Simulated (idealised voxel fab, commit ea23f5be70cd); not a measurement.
process module | voxel fin reveal
cross-section cut | 245 nm wide | cells 5 nm
A cross-section is a grid of square cells, given in bands from the top down. A band is one or more rows of cells.
Each band's line starts with the height of the band's top and of its bottom, in nm. Then come its materials from left to right, each with its width in nm. One material with "throughout" fills the band from edge to edge. "air" is empty space.
Height 0 is the level under which the wafer as received is all one material. The lowest band goes on downwards, as in "0 down".
A width such as "30 to 40" changes by the same amount from each row of cells to the next, from the band's top row to its bottom row.
"no change" after a step means that no cell of the cross-section changed.
closed voids: empty space of 8 cells or more with no open way to the top, each as width x height at its distance from the left edge, in nm
after a step's settings: what the simulator itself notes on the step
overlay nm, on a step with a mask: how far to the right of its planned place the mask lay; to the left if negative
Each pair below shows a cross-section before one step and the cross-section after it, down to the lowest band that changed. The line under each pair gives the step between them, with its settings. The pairs can come from different runs of this module on the same starting wafer, so a pair continues from the pair above only where its "before" says so.
before
  0 down: Si throughout
  closed voids: none
after
  10 to 0: SiN throughout
  below 0: unchanged
  closed voids: none
the step between: op CONFORMAL_DEP | material SiN | thk nm 10
before: the cross-section after the pair above
after
  10 to 0: air 55 | SiN 15 | air 25 | SiN 15 | air 25 | SiN 15 | air 25 | SiN 15 | air 55
  below 0: unchanged
  closed voids: none
the step between: op MASKED_ETCH | tone cover | mask id FINS | width nm 15 | pitch nm 40 | etch materials SiN | depth nm 10 | overlay nm 0
before: the cross-section after the pair above
after
  10 to 0: air 55 | SiN 15 | air 25 | SiN 15 | air 25 | SiN 15 | air 25 | SiN 15 | air 55
  0 to -35: air 55 | Si 15 | air 25 | Si 15 | air 25 | Si 15 | air 25 | Si 15 | air 55
  below -35: unchanged
  closed voids: none
the step between: op MASKED_ETCH | tone cover | mask id FINS | width nm 15 | pitch nm 40 | etch materials Si | depth nm 35 | overlay nm 0
before: the cross-section after the pair above
after
  10 to 0: air 55 | SiN 15 | air 25 | SiN 15 | air 25 | SiN 15 | air 25 | SiN 15 | air 55
  0 to -35: air 55 | SiO2 5 | Si 5 | SiO2 5 | air 25 | SiO2 5 | Si 5 | SiO2 5 | air 25 | SiO2 5 | Si 5 | SiO2 5 | air 25 | SiO2 5 | Si 5 | SiO2 5 | air 55
  -35 to -40: SiO2 60 | Si 5 | SiO2 35 | Si 5 | SiO2 35 | Si 5 | SiO2 35 | Si 5 | SiO2 60
  below -40: unchanged
  closed voids: none
the step between: op OXIDIZE | depth nm 5
before: the cross-section after the pair above
after
  25 to 10: SiO2 throughout
  10 to 0: SiO2 55 | SiN 15 | SiO2 25 | SiN 15 | SiO2 25 | SiN 15 | SiO2 25 | SiN 15 | SiO2 55
  0 to -40: SiO2 60 | Si 5 | SiO2 35 | Si 5 | SiO2 35 | Si 5 | SiO2 35 | Si 5 | SiO2 60
  below -40: unchanged
  closed voids: none
the step between: op FILL_DEP | material SiO2 | thk nm 15
before: the cross-section after the pair above
after
  10 to 0: SiO2 55 | SiN 15 | SiO2 25 | SiN 15 | SiO2 25 | SiN 15 | SiO2 25 | SiN 15 | SiO2 55
  below 0: unchanged
  closed voids: none
the step between: op CMP | height nm 10
before: the cross-section after the pair above
after
  10 to 0: air 55 | SiN 15 | air 25 | SiN 15 | air 25 | SiN 15 | air 25 | SiN 15 | air 55
  0 to -10: air 60 | Si 5 | air 35 | Si 5 | air 35 | Si 5 | air 35 | Si 5 | air 60
  below -10: unchanged
  closed voids: none
the step between: op SELECTIVE_ETCH | etch materials SiO2 | depth nm 20
before: the cross-section after the pair above
after
  0 to -10: air 60 | Si 5 | air 35 | Si 5 | air 35 | Si 5 | air 35 | Si 5 | air 60
  below -10: unchanged
  closed voids: none
the step between: op STRIP | etch materials SiN
before: the cross-section after the pair above
after
  5 to 0: air 55 | HfO2 15 | air 25 | HfO2 15 | air 25 | HfO2 15 | air 25 | HfO2 15 | air 55
  0 to -5: air 55 | HfO2 5 | Si 5 | HfO2 5 | air 25 | HfO2 5 | Si 5 | HfO2 5 | air 25 | HfO2 5 | Si 5 | HfO2 5 | air 25 | HfO2 5 | Si 5 | HfO2 5 | air 55
  -5 to -10: HfO2 60 | Si 5 | HfO2 35 | Si 5 | HfO2 35 | Si 5 | HfO2 35 | Si 5 | HfO2 60
  below -10: unchanged
  closed voids: none
the step between: op CONFORMAL_DEP | material HfO2 | thk nm 5
before
  0 down: Si throughout
  closed voids: none
after
  0 to -35: air 55 | Si 15 | air 25 | Si 15 | air 25 | Si 15 | air 25 | Si 15 | air 55
  below -35: unchanged
  closed voids: none
the step between: op MASKED_ETCH | tone cover | mask id FINS | width nm 15 | pitch nm 40 | etch materials Si | depth nm 35 | overlay nm 0
before: the cross-section after the pair above
after
  0 to -5: air 55 | SiO2 15 | air 25 | SiO2 15 | air 25 | SiO2 15 | air 25 | SiO2 15 | air 55
  -5 to -35: air 55 | SiO2 5 | Si 5 | SiO2 5 | air 25 | SiO2 5 | Si 5 | SiO2 5 | air 25 | SiO2 5 | Si 5 | SiO2 5 | air 25 | SiO2 5 | Si 5 | SiO2 5 | air 55
  -35 to -40: SiO2 60 | Si 5 | SiO2 35 | Si 5 | SiO2 35 | Si 5 | SiO2 35 | Si 5 | SiO2 60
  below -40: unchanged
  closed voids: none
the step between: op OXIDIZE | depth nm 5
before: the cross-section after the pair above
after
  15 to -5: SiO2 throughout
  -5 to -40: SiO2 60 | Si 5 | SiO2 35 | Si 5 | SiO2 35 | Si 5 | SiO2 35 | Si 5 | SiO2 60
  below -40: unchanged
  closed voids: none
the step between: op FILL_DEP | material SiO2 | thk nm 15
before: the cross-section after the pair above
after
  10 to -5: SiO2 throughout
  below -5: unchanged
  closed voids: none
the step between: op CMP | height nm 10
before: the cross-section after the pair above
after
  -5 to -10: air 60 | Si 5 | air 35 | Si 5 | air 35 | Si 5 | air 35 | Si 5 | air 60
  below -10: unchanged
  closed voids: none
the step between: op SELECTIVE_ETCH | etch materials SiO2 | depth nm 20
before: the cross-section after the pair above
after
  0 to -5: air 55 | HfO2 15 | air 25 | HfO2 15 | air 25 | HfO2 15 | air 25 | HfO2 15 | air 55
  -5 to -10: HfO2 60 | Si 5 | HfO2 35 | Si 5 | HfO2 35 | Si 5 | HfO2 35 | Si 5 | HfO2 60
  below -10: unchanged
  closed voids: none
the step between: op CONFORMAL_DEP | material HfO2 | thk nm 5
before
  10 to 0: air 55 | SiN 15 | air 25 | SiN 15 | air 25 | SiN 15 | air 25 | SiN 15 | air 55
  0 to -10: air 60 | Si 5 | air 35 | Si 5 | air 35 | Si 5 | air 35 | Si 5 | air 60
  -10 to -40: SiO2 60 | Si 5 | SiO2 35 | Si 5 | SiO2 35 | Si 5 | SiO2 35 | Si 5 | SiO2 60
  -40 down: Si throughout
  closed voids: none
after
  10 to 0: air 55 | SiN 15 | air 25 | SiN 15 | air 25 | SiN 15 | air 25 | SiN 15 | air 55
  0 to -30: air 60 | Si 5 | air 35 | Si 5 | air 35 | Si 5 | air 35 | Si 5 | air 60
  below -30: unchanged
  closed voids: none
the step between: op SELECTIVE_ETCH | etch materials SiO2 | depth nm 20
before: the cross-section after the pair above
after
  0 to -30: air 60 | Si 5 | air 35 | Si 5 | air 35 | Si 5 | air 35 | Si 5 | air 60
  below -30: unchanged
  closed voids: none
the step between: op STRIP | etch materials SiN
before: the cross-section after the pair above
after
  5 to 0: air 55 | HfO2 15 | air 25 | HfO2 15 | air 25 | HfO2 15 | air 25 | HfO2 15 | air 55
  0 to -25: air 55 | HfO2 5 | Si 5 | HfO2 5 | air 25 | HfO2 5 | Si 5 | HfO2 5 | air 25 | HfO2 5 | Si 5 | HfO2 5 | air 25 | HfO2 5 | Si 5 | HfO2 5 | air 55
  -25 to -30: HfO2 60 | Si 5 | HfO2 35 | Si 5 | HfO2 35 | Si 5 | HfO2 35 | Si 5 | HfO2 60
  below -30: unchanged
  closed voids: none
the step between: op CONFORMAL_DEP | material HfO2 | thk nm 5
before
  10 to 0: SiO2 55 | SiN 15 | SiO2 25 | SiN 15 | SiO2 25 | SiN 15 | SiO2 25 | SiN 15 | SiO2 55
  0 to -40: SiO2 60 | Si 5 | SiO2 35 | Si 5 | SiO2 35 | Si 5 | SiO2 35 | Si 5 | SiO2 60
  -40 down: Si throughout
  closed voids: none
after
  10 to 0: SiO2 55 | air 15 | SiO2 25 | air 15 | SiO2 25 | air 15 | SiO2 25 | air 15 | SiO2 55
  below 0: unchanged
  closed voids: none
the step between: op STRIP | etch materials SiN
before: the cross-section after the pair above
after
  0 to -10: air 60 | Si 5 | air 35 | Si 5 | air 35 | Si 5 | air 35 | Si 5 | air 60
  -10 to -20: SiO2 35 | air 25 | Si 5 | air 35 | Si 5 | air 35 | Si 5 | air 35 | Si 5 | air 25 | SiO2 35
  below -20: unchanged
  closed voids: none
the step between: op SELECTIVE_ETCH | etch materials SiO2 | depth nm 20
before: the cross-section after the pair above
after
  5 to 0: air 55 | HfO2 15 | air 25 | HfO2 15 | air 25 | HfO2 15 | air 25 | HfO2 15 | air 55
  0 to -5: air 55 | HfO2 5 | Si 5 | HfO2 5 | air 25 | HfO2 5 | Si 5 | HfO2 5 | air 25 | HfO2 5 | Si 5 | HfO2 5 | air 25 | HfO2 5 | Si 5 | HfO2 5 | air 55
  -5 to -10: HfO2 40 | air 15 | HfO2 5 | Si 5 | HfO2 5 | air 25 | HfO2 5 | Si 5 | HfO2 5 | air 25 | HfO2 5 | Si 5 | HfO2 5 | air 25 | HfO2 5 | Si 5 | HfO2 5 | air 15 | HfO2 40
  -10 to -15: SiO2 35 | HfO2 5 | air 15 | HfO2 5 | Si 5 | HfO2 5 | air 25 | HfO2 5 | Si 5 | HfO2 5 | air 25 | HfO2 5 | Si 5 | HfO2 5 | air 25 | HfO2 5 | Si 5 | HfO2 5 | air 15 | HfO2 5 | SiO2 35
  -15 to -20: SiO2 35 | HfO2 25 | Si 5 | HfO2 35 | Si 5 | HfO2 35 | Si 5 | HfO2 35 | Si 5 | HfO2 25 | SiO2 35
  below -20: unchanged
  closed voids: none
the step between: op CONFORMAL_DEP | material HfO2 | thk nm 5
before
  10 to 0: air 55 | SiN 15 | air 25 | SiN 15 | air 25 | SiN 15 | air 25 | SiN 15 | air 55
  0 down: Si throughout
  closed voids: none
after
  10 to 0: air 55 | SiN 15 | air 25 | SiN 15 | air 25 | SiN 15 | air 25 | SiN 15 | air 55
  0 to -30: air 55 | Si 15 | air 25 | Si 15 | air 25 | Si 15 | air 25 | Si 15 | air 55
  below -30: unchanged
  closed voids: none
the step between: op MASKED_ETCH | tone cover | mask id FINS | width nm 15 | pitch nm 40 | etch materials Si | depth nm 30 | overlay nm 0
before: the cross-section after the pair above
after
  10 to 0: air 55 | SiN 15 | air 25 | SiN 15 | air 25 | SiN 15 | air 25 | SiN 15 | air 55
  0 to -30: air 55 | SiO2 5 | Si 5 | SiO2 5 | air 25 | SiO2 5 | Si 5 | SiO2 5 | air 25 | SiO2 5 | Si 5 | SiO2 5 | air 25 | SiO2 5 | Si 5 | SiO2 5 | air 55
  -30 to -35: SiO2 60 | Si 5 | SiO2 35 | Si 5 | SiO2 35 | Si 5 | SiO2 35 | Si 5 | SiO2 60
  below -35: unchanged
  closed voids: none
the step between: op OXIDIZE | depth nm 5
before: the cross-section after the pair above
after
  25 to 10: SiO2 throughout
  10 to 0: SiO2 55 | SiN 15 | SiO2 25 | SiN 15 | SiO2 25 | SiN 15 | SiO2 25 | SiN 15 | SiO2 55
  0 to -35: SiO2 60 | Si 5 | SiO2 35 | Si 5 | SiO2 35 | Si 5 | SiO2 35 | Si 5 | SiO2 60
  below -35: unchanged
  closed voids: none
the step between: op FILL_DEP | material SiO2 | thk nm 15
before: the cross-section after the pair above
after
  10 to 0: SiO2 55 | SiN 15 | SiO2 25 | SiN 15 | SiO2 25 | SiN 15 | SiO2 25 | SiN 15 | SiO2 55
  below 0: unchanged
  closed voids: none
the step between: op CMP | height nm 10
before: the cross-section after the pair above
after
  10 to 0: air 55 | SiN 15 | air 25 | SiN 15 | air 25 | SiN 15 | air 25 | SiN 15 | air 55
  0 to -10: air 60 | Si 5 | air 35 | Si 5 | air 35 | Si 5 | air 35 | Si 5 | air 60
  below -10: unchanged
  closed voids: none
the step between: op SELECTIVE_ETCH | etch materials SiO2 | depth nm 20
before: the cross-section after the pair above
after
  0 to -10: air 60 | Si 5 | air 35 | Si 5 | air 35 | Si 5 | air 35 | Si 5 | air 60
  below -10: unchanged
  closed voids: none
the step between: op STRIP | etch materials SiN
before: the cross-section after the pair above
after
  5 to 0: air 55 | HfO2 15 | air 25 | HfO2 15 | air 25 | HfO2 15 | air 25 | HfO2 15 | air 55
  0 to -5: air 55 | HfO2 5 | Si 5 | HfO2 5 | air 25 | HfO2 5 | Si 5 | HfO2 5 | air 25 | HfO2 5 | Si 5 | HfO2 5 | air 25 | HfO2 5 | Si 5 | HfO2 5 | air 55
  -5 to -10: HfO2 60 | Si 5 | HfO2 35 | Si 5 | HfO2 35 | Si 5 | HfO2 35 | Si 5 | HfO2 60
  below -10: unchanged
  closed voids: none
the step between: op CONFORMAL_DEP | material HfO2 | thk nm 5
before
  10 to 0: SiN throughout
  0 down: Si throughout
  closed voids: none
after
  10 to 0: air 55 | SiN 20 | air 20 | SiN 20 | air 20 | SiN 20 | air 20 | SiN 20 | air 50
  below 0: unchanged
  closed voids: none
the step between: op MASKED_ETCH | tone cover | mask id FINS | width nm 20 | pitch nm 40 | etch materials SiN | depth nm 10 | overlay nm 0
before: the cross-section after the pair above
after
  10 to 0: air 55 | SiN 20 | air 20 | SiN 20 | air 20 | SiN 20 | air 20 | SiN 20 | air 50
  0 to -35: air 55 | Si 20 | air 20 | Si 20 | air 20 | Si 20 | air 20 | Si 20 | air 50
  below -35: unchanged
  closed voids: none
the step between: op MASKED_ETCH | tone cover | mask id FINS | width nm 15 | pitch nm 40 | etch materials Si | depth nm 35 | overlay nm 0
before: the cross-section after the pair above
after
  10 to 0: air 55 | SiN 20 | air 20 | SiN 20 | air 20 | SiN 20 | air 20 | SiN 20 | air 50
  0 to -35: air 55 | SiO2 5 | Si 10 | SiO2 5 | air 20 | SiO2 5 | Si 10 | SiO2 5 | air 20 | SiO2 5 | Si 10 | SiO2 5 | air 20 | SiO2 5 | Si 10 | SiO2 5 | air 50
  -35 to -40: SiO2 60 | Si 10 | SiO2 30 | Si 10 | SiO2 30 | Si 10 | SiO2 30 | Si 10 | SiO2 55
  below -40: unchanged
  closed voids: none
the step between: op OXIDIZE | depth nm 5
before: the cross-section after the pair above
after
  25 to 10: SiO2 throughout
  10 to 0: SiO2 55 | SiN 20 | SiO2 20 | SiN 20 | SiO2 20 | SiN 20 | SiO2 20 | SiN 20 | SiO2 50
  0 to -40: SiO2 60 | Si 10 | SiO2 30 | Si 10 | SiO2 30 | Si 10 | SiO2 30 | Si 10 | SiO2 55
  below -40: unchanged
  closed voids: none
the step between: op FILL_DEP | material SiO2 | thk nm 15
before: the cross-section after the pair above
after
  10 to 0: SiO2 55 | SiN 20 | SiO2 20 | SiN 20 | SiO2 20 | SiN 20 | SiO2 20 | SiN 20 | SiO2 50
  below 0: unchanged
  closed voids: none
the step between: op CMP | height nm 10
before: the cross-section after the pair above
after
  10 to 0: air 55 | SiN 20 | air 20 | SiN 20 | air 20 | SiN 20 | air 20 | SiN 20 | air 50
  0 to -10: air 60 | Si 10 | air 30 | Si 10 | air 30 | Si 10 | air 30 | Si 10 | air 55
  below -10: unchanged
  closed voids: none
the step between: op SELECTIVE_ETCH | etch materials SiO2 | depth nm 20
before: the cross-section after the pair above
after
  0 to -10: air 60 | Si 10 | air 30 | Si 10 | air 30 | Si 10 | air 30 | Si 10 | air 55
  below -10: unchanged
  closed voids: none
the step between: op STRIP | etch materials SiN
before: the cross-section after the pair above
after
  5 to 0: air 55 | HfO2 20 | air 20 | HfO2 20 | air 20 | HfO2 20 | air 20 | HfO2 20 | air 50
  0 to -5: air 55 | HfO2 5 | Si 10 | HfO2 5 | air 20 | HfO2 5 | Si 10 | HfO2 5 | air 20 | HfO2 5 | Si 10 | HfO2 5 | air 20 | HfO2 5 | Si 10 | HfO2 5 | air 50
  -5 to -10: HfO2 60 | Si 10 | HfO2 30 | Si 10 | HfO2 30 | Si 10 | HfO2 30 | Si 10 | HfO2 55
  below -10: unchanged
  closed voids: none
the step between: op CONFORMAL_DEP | material HfO2 | thk nm 5
before
  10 to 0: SiN throughout
  0 down: Si throughout
  closed voids: none
after
  10 to 0: air 60 | SiN 15 | air 25 | SiN 15 | air 25 | SiN 15 | air 25 | SiN 15 | air 50
  below 0: unchanged
  closed voids: none
the step between: op MASKED_ETCH | tone cover | mask id FINS | width nm 15 | pitch nm 40 | etch materials SiN | depth nm 10 | overlay nm 5
before: the cross-section after the pair above
after
  10 to 0: air 60 | SiN 15 | air 25 | SiN 15 | air 25 | SiN 15 | air 25 | SiN 15 | air 50
  0 to -35: air 55 | Si 20 | air 20 | Si 20 | air 20 | Si 20 | air 20 | Si 20 | air 50
  below -35: unchanged
  closed voids: none
the step between: op MASKED_ETCH | tone cover | mask id FINS | width nm 15 | pitch nm 40 | etch materials Si | depth nm 35 | overlay nm 0
before: the cross-section after the pair above
after
  10 to 0: air 60 | SiN 15 | air 25 | SiN 15 | air 25 | SiN 15 | air 25 | SiN 15 | air 50
  0 to -5: air 55 | SiO2 10 | Si 5 | SiO2 5 | air 20 | SiO2 10 | Si 5 | SiO2 5 | air 20 | SiO2 10 | Si 5 | SiO2 5 | air 20 | SiO2 10 | Si 5 | SiO2 5 | air 50
  -5 to -35: air 55 | SiO2 5 | Si 10 | SiO2 5 | air 20 | SiO2 5 | Si 10 | SiO2 5 | air 20 | SiO2 5 | Si 10 | SiO2 5 | air 20 | SiO2 5 | Si 10 | SiO2 5 | air 50
  -35 to -40: SiO2 60 | Si 10 | SiO2 30 | Si 10 | SiO2 30 | Si 10 | SiO2 30 | Si 10 | SiO2 55
  below -40: unchanged
  closed voids: none
the step between: op OXIDIZE | depth nm 5
before: the cross-section after the pair above
after
  25 to 10: SiO2 throughout
  10 to 0: SiO2 60 | SiN 15 | SiO2 25 | SiN 15 | SiO2 25 | SiN 15 | SiO2 25 | SiN 15 | SiO2 50
  0 to -5: SiO2 65 | Si 5 | SiO2 35 | Si 5 | SiO2 35 | Si 5 | SiO2 35 | Si 5 | SiO2 55
  -5 to -40: SiO2 60 | Si 10 | SiO2 30 | Si 10 | SiO2 30 | Si 10 | SiO2 30 | Si 10 | SiO2 55
  below -40: unchanged
  closed voids: none
the step between: op FILL_DEP | material SiO2 | thk nm 15
before: the cross-section after the pair above
after
  10 to 0: SiO2 60 | SiN 15 | SiO2 25 | SiN 15 | SiO2 25 | SiN 15 | SiO2 25 | SiN 15 | SiO2 50
  below 0: unchanged
  closed voids: none
the step between: op CMP | height nm 10
before: the cross-section after the pair above
after
  10 to 0: air 60 | SiN 15 | air 25 | SiN 15 | air 25 | SiN 15 | air 25 | SiN 15 | air 50
  0 to -10: air 65 to 60 | Si 5 to 10 | air 35 to 30 | Si 5 to 10 | air 35 to 30 | Si 5 to 10 | air 35 to 30 | Si 5 to 10 | air 55
  below -10: unchanged
  closed voids: none
the step between: op SELECTIVE_ETCH | etch materials SiO2 | depth nm 20
before: the cross-section after the pair above
after
  0 to -10: air 65 to 60 | Si 5 to 10 | air 35 to 30 | Si 5 to 10 | air 35 to 30 | Si 5 to 10 | air 35 to 30 | Si 5 to 10 | air 55
  below -10: unchanged
  closed voids: none
the step between: op STRIP | etch materials SiN
before: the cross-section after the pair above
after
  5 to 0: air 60 | HfO2 15 | air 25 | HfO2 15 | air 25 | HfO2 15 | air 25 | HfO2 15 | air 50
  0 to -5: air 55 | HfO2 10 | Si 5 | HfO2 5 | air 20 | HfO2 10 | Si 5 | HfO2 5 | air 20 | HfO2 10 | Si 5 | HfO2 5 | air 20 | HfO2 10 | Si 5 | HfO2 5 | air 50
  -5 to -10: HfO2 60 | Si 10 | HfO2 30 | Si 10 | HfO2 30 | Si 10 | HfO2 30 | Si 10 | HfO2 55
  below -10: unchanged
  closed voids: none
the step between: op CONFORMAL_DEP | material HfO2 | thk nm 5
before
  10 to 0: air 55 | SiN 15 | air 25 | SiN 15 | air 25 | SiN 15 | air 25 | SiN 15 | air 55
  0 to -35: air 55 | SiO2 5 | Si 5 | SiO2 5 | air 25 | SiO2 5 | Si 5 | SiO2 5 | air 25 | SiO2 5 | Si 5 | SiO2 5 | air 25 | SiO2 5 | Si 5 | SiO2 5 | air 55
  -35 to -40: SiO2 60 | Si 5 | SiO2 35 | Si 5 | SiO2 35 | Si 5 | SiO2 35 | Si 5 | SiO2 60
  -40 down: Si throughout
  closed voids: none
after
  25 to 10: HfO2 throughout
  10 to 0: HfO2 55 | SiN 15 | HfO2 25 | SiN 15 | HfO2 25 | SiN 15 | HfO2 25 | SiN 15 | HfO2 55
  0 to -35: HfO2 55 | SiO2 5 | Si 5 | SiO2 5 | HfO2 25 | SiO2 5 | Si 5 | SiO2 5 | HfO2 25 | SiO2 5 | Si 5 | SiO2 5 | HfO2 25 | SiO2 5 | Si 5 | SiO2 5 | HfO2 55
  below -35: unchanged
  closed voids: none
the step between: op FILL_DEP | material HfO2 | thk nm 15
before: the cross-section after the pair above
after
  10 to 0: HfO2 55 | SiN 15 | HfO2 25 | SiN 15 | HfO2 25 | SiN 15 | HfO2 25 | SiN 15 | HfO2 55
  below 0: unchanged
  closed voids: none
the step between: op CMP | height nm 10
before: the cross-section after the pair above
after
  10 to 0: HfO2 55 | air 15 | HfO2 25 | air 15 | HfO2 25 | air 15 | HfO2 25 | air 15 | HfO2 55
  below 0: unchanged
  closed voids: none
the step between: op STRIP | etch materials SiN
before: the cross-section after the pair above
after
  15 to 5: HfO2 60 | air 5 | HfO2 35 | air 5 | HfO2 35 | air 5 | HfO2 35 | air 5 | HfO2 60
  5 to 0: HfO2 throughout
  below 0: unchanged
  closed voids: none
the step between: op CONFORMAL_DEP | material HfO2 | thk nm 5
before
  10 to 0: SiN throughout
  0 down: Si throughout
  closed voids: none
after
  10 to 0: SiN 55 | air 15 | SiN 25 | air 15 | SiN 25 | air 15 | SiN 25 | air 15 | SiN 55
  below 0: unchanged
  closed voids: none
the step between: op MASKED_ETCH | tone open | mask id FINS | width nm 15 | pitch nm 40 | etch materials SiN | depth nm 10 | overlay nm 0
before: the cross-section after the pair above
after
  10 to 0: SiN 55 | air 15 | SiN 25 | air 15 | SiN 25 | air 15 | SiN 25 | air 15 | SiN 55
  0 to -5: Si 50 | SiO2 25 | Si 15 | SiO2 25 | Si 15 | SiO2 25 | Si 15 | SiO2 25 | Si 50
  below -5: unchanged
  closed voids: none
the step between: op OXIDIZE | depth nm 5
before: the cross-section after the pair above
after
  25 to 10: SiO2 throughout
  10 to 0: SiN 55 | SiO2 15 | SiN 25 | SiO2 15 | SiN 25 | SiO2 15 | SiN 25 | SiO2 15 | SiN 55
  below 0: unchanged
  closed voids: none
the step between: op FILL_DEP | material SiO2 | thk nm 15
before: the cross-section after the pair above
after
  10 to 0: SiN 55 | SiO2 15 | SiN 25 | SiO2 15 | SiN 25 | SiO2 15 | SiN 25 | SiO2 15 | SiN 55
  below 0: unchanged
  closed voids: none
the step between: op CMP | height nm 10
before: the cross-section after the pair above
after
  10 to 0: SiN 55 | air 15 | SiN 25 | air 15 | SiN 25 | air 15 | SiN 25 | air 15 | SiN 55
  0 to -5: Si 50 | air 25 | Si 15 | air 25 | Si 15 | air 25 | Si 15 | air 25 | Si 50
  below -5: unchanged
  closed voids: none
the step between: op SELECTIVE_ETCH | etch materials SiO2 | depth nm 20
before: the cross-section after the pair above
after
  0 to -5: Si 50 | air 25 | Si 15 | air 25 | Si 15 | air 25 | Si 15 | air 25 | Si 50
  below -5: unchanged
  closed voids: none
the step between: op STRIP | etch materials SiN
before: the cross-section after the pair above
after
  5 to 0: HfO2 55 | air 15 | HfO2 25 | air 15 | HfO2 25 | air 15 | HfO2 25 | air 15 | HfO2 55
  0 to -5: Si 50 | HfO2 25 | Si 15 | HfO2 25 | Si 15 | HfO2 25 | Si 15 | HfO2 25 | Si 50
  below -5: unchanged
  closed voids: none
the step between: op CONFORMAL_DEP | material HfO2 | thk nm 5
